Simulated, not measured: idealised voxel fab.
This section sets out a process module, namely voxel ribs on slabs.
Cross-sectional view cut (width: 140 nm; square cell size: 5 nm).
Just so we're on the same page, the cross-sections are grids of square cells, and they're listed out in bands top to bottom, each band one or more rows deep. For a band, the entry starts with two heights in nm, that of the top and then that of the bottom, and carries on with the band's materials in order from left to right, each alongside its width in nm; the word "everywhere" beside a single material means it fills the band edge to edge, and "air" means empty space. All heights in this document are referenced to 0, defined as the level beneath which the wafer, as received, consists entirely of one material. The lowest band is not bounded below; it extends indefinitely downward and is written in the form "0 and below". The expression "30 to 40" gives the width at the extremes of the band, the first number at its top row of cells and the second at its bottom row, with the width changing by equal amounts from each row to the next in between. The cross-section has no changed cell in any step marked "everything unchanged". Entry "Enclosed internal voids". Content: empty spaces with no open connection to the top, size 8 cells or greater. Each: width x height at distance. Distance: from left edge. Unit: nm. Read whatever lies past the settings on a step's line as the simulator's own remark about the step. The line of a step may include "overlay nm". On a step with a mask, this value is how far to the right of its planned place the mask lay. A negative value means the mask lay to the left.

**Process steps foreseen in the plan**
1 RECEIVE: material Si
2 DIRECTIONAL_DEP: material SiO2, thk nm 20
3 DIRECTIONAL_DEP: material polySi, thk nm 15
4 MASKED_ETCH: tone cover, mask id RIB, width nm 15, etch materials polySi, depth nm 10, overlay nm 0
5 MASKED_ETCH: tone cover, mask id SLAB, width nm 45, etch materials polySi, depth nm 5, overlay nm 0
6 FILL_DEP: material SiO2, thk nm 20
7 CMP: height nm 50
8 DIRECTIONAL_DEP: material W, thk nm 5
9 DIRECTIONAL_DEP: material aC, thk nm 10
10 PATTERN: tone cover, mask id HEATER, material resist, width nm 25, thk nm 30, overlay nm 0
11 DIRECTIONAL_ETCH: etch materials aC, depth nm 10
12 STRIP: etch materials resist
13 DIRECTIONAL_ETCH: etch materials W, depth nm 5
14 STRIP: etch materials aC
15 CONFORMAL_DEP: material SiN, thk nm 5

**Shown in cross-section is the wafer as received, that is, as it stands after step 1**
> 0 and below  Si everywhere
> Enclosed internal voids: none

**Post-module cross-section: identical start and plan to those above, one misstep in execution**
> 60 down to 55  air=50, SiN=35, air=55
> 55 down to 50  SiN=55, W=25, SiN=60
> 50 down to 35  SiO2 everywhere
> 35 down to 25  SiO2=60, polySi=15, SiO2=65
> 25 down to 20  SiO2=50, polySi=35, SiO2=55
> 20 down to 0  SiO2 everywhere
> 0 and below  Si everywhere
> Enclosed internal voids: none
Run error: step 5 ran differently from the plan; actual operation with settings: MASKED_ETCH: tone cover, mask id SLAB, width nm 35, etch materials polySi, depth nm 5, overlay nm 0
